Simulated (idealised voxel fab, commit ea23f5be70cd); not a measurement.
Proc. module: voxel air gaps
Each square cell in cross-section cut measures 5 nm, and the section as a whole is 240 nm wide.
If you're reading a cross-section in this doc, picture square cells in a grid; it comes to you as bands, top ones listed first down to the bottom, and a band can be one or more rows of cells.
A band entry consists of two parts. The first gives the height of the band's top and the height of its bottom, in nm. The rest lists the band's materials from left to right, each with its width in nm. A single material labelled with the word "edge to edge" fills the band from edge to edge, and the word "empty" marks empty space.
Heights are measured from 0, the level below which the as-received wafer is all one material; the lowest band has no bottom and continues downward, written as in "top 0, no bottom".
The expression "30 to 40" gives the width at the extremes of the band, the first number at its top row of cells and the second at its bottom row, with the width changing by equal amounts from each row to the next in between.
"nothing different" for a step: no cell of the cross-section changed in that step.
"Closed cavity list": sealed empty spaces, 8 cells or more, no open way to top, listed width x height at distance, with distance from the left edge and width, height and distance in nm.
Note: text after step settings on the step line = simulator remark on that step.
A step line may carry the setting "overlay nm", which, for steps involving a mask, states the distance by which the mask lay to the right of its intended position; negative values denote displacement to the left.
-- Planned step list for the process
1) RECEIVE: material Si
2) CONFORMAL_DEP: material SiO2, thk nm 15
3) CONFORMAL_DEP: material SiN, thk nm 5
4) DIRECTIONAL_DEP: material SiO2, thk nm 30
5) MASKED_ETCH: tone open, mask id LINES, width nm 15, pitch nm 55, etch materials SiO2, depth nm 30, overlay nm 0
6) CONFORMAL_DEP: material TiN, thk nm 5
7) FILL_DEP: material W, thk nm 5
8) CMP: height nm 50
9) EPI: material Ru, thk nm 10
10) SELECTIVE_ETCH: etch materials SiO2, depth nm 40
11) CONFORMAL_DEP: material SiN, thk nm 5
Variable across wafers: step 5 width nm (plan value is that of the first wafer; starting state common to all).
-- Step 1 complete: as-received cross-section of the first of several wafers
top 0, no bottom | Si edge to edge
Closed cavity list: none
-- Wafer cross-section (first of several) - module end, post step 11 (last step)
top 65, bottom 60 | 40 of empty / 45 of SiN / 10 of empty / 45 of SiN / 10 of empty / 45 of SiN / 45 of empty
top 60, bottom 50 | 40 of empty / 5 of SiN / 35 of Ru / 5 of SiN / 10 of empty / 5 of SiN / 35 of Ru / 5 of SiN / 10 of empty / 5 of SiN / 35 of Ru / 5 of SiN / 45 of empty
top 50, bottom 45 | 40 of empty / 15 of SiN / 5 of TiN / 5 of W / 5 of TiN / 15 of SiN / 10 of empty / 15 of SiN / 5 of TiN / 5 of W / 5 of TiN / 15 of SiN / 10 of empty / 15 of SiN / 5 of TiN / 5 of W / 5 of TiN / 15 of SiN / 45 of empty
top 45, bottom 25 | 50 of empty / 5 of SiN / 5 of TiN / 5 of W / 5 of TiN / 5 of SiN / 30 of empty / 5 of SiN / 5 of TiN / 5 of W / 5 of TiN / 5 of SiN / 30 of empty / 5 of SiN / 5 of TiN / 5 of W / 5 of TiN / 5 of SiN / 55 of empty
top 25, bottom 20 | 55 of SiN / 15 of TiN / 40 of SiN / 15 of TiN / 40 of SiN / 15 of TiN / 60 of SiN
top 20, bottom 15 | SiN edge to edge
top 15, bottom 0 | SiO2 edge to edge
top 0, no bottom | Si edge to edge
Closed cavity list: none
-- The module's end: a cross-section of the last wafer
top 65, bottom 60 | 30 of empty / 180 of SiN / 30 of empty
top 60, bottom 50 | 30 of empty / 5 of SiN / 170 of Ru / 5 of SiN / 30 of empty
top 50, bottom 45 | 30 of empty / 15 of SiN / 5 of TiN / 30 of W / 5 of TiN / 15 of SiO2 / 5 of TiN / 30 of W / 5 of TiN / 15 of SiO2 / 5 of TiN / 30 of W / 5 of TiN / 15 of SiN / 30 of empty
top 45, bottom 25 | 40 of empty / 5 of SiN / 5 of TiN / 30 of W / 5 of TiN / 15 of SiO2 / 5 of TiN / 30 of W / 5 of TiN / 15 of SiO2 / 5 of TiN / 30 of W / 5 of TiN / 5 of SiN / 40 of empty
top 25, bottom 20 | 45 of SiN / 40 of TiN / 15 of SiO2 / 40 of TiN / 15 of SiO2 / 40 of TiN / 45 of SiN
top 20, bottom 15 | SiN edge to edge
top 15, bottom 0 | SiO2 edge to edge
top 0, no bottom | Si edge to edge
Closed cavity list: none
-- The following table contains a row per wafer, in which are reported, at the conclusion of the module, the cells of each material gained (+) or lost (-) since the wafer's receipt, with its closed voids given thereafter
width nm 15 | +42 Ru | +168 SiN | +144 SiO2 | +39 TiN | +15 W | Closed cavity list: none
width nm 20 | +48 Ru | +168 SiN | +144 SiO2 | +42 TiN | +30 W | Closed cavity list: none
width nm 25 | +54 Ru | +168 SiN | +144 SiO2 | +45 TiN | +45 W | Closed cavity list: 20 x 20 at 80; 20 x 20 at 135
width nm 30 | +60 Ru | +160 SiN | +144 SiO2 | +48 TiN | +60 W | Closed cavity list: 15 x 20 at 85; 15 x 20 at 140
width nm 35 | +66 Ru | +120 SiN | +192 SiO2 | +51 TiN | +75 W | Closed cavity list: none
width nm 40 | +68 Ru | +120 SiN | +180 SiO2 | +54 TiN | +90 W | Closed cavity list: none
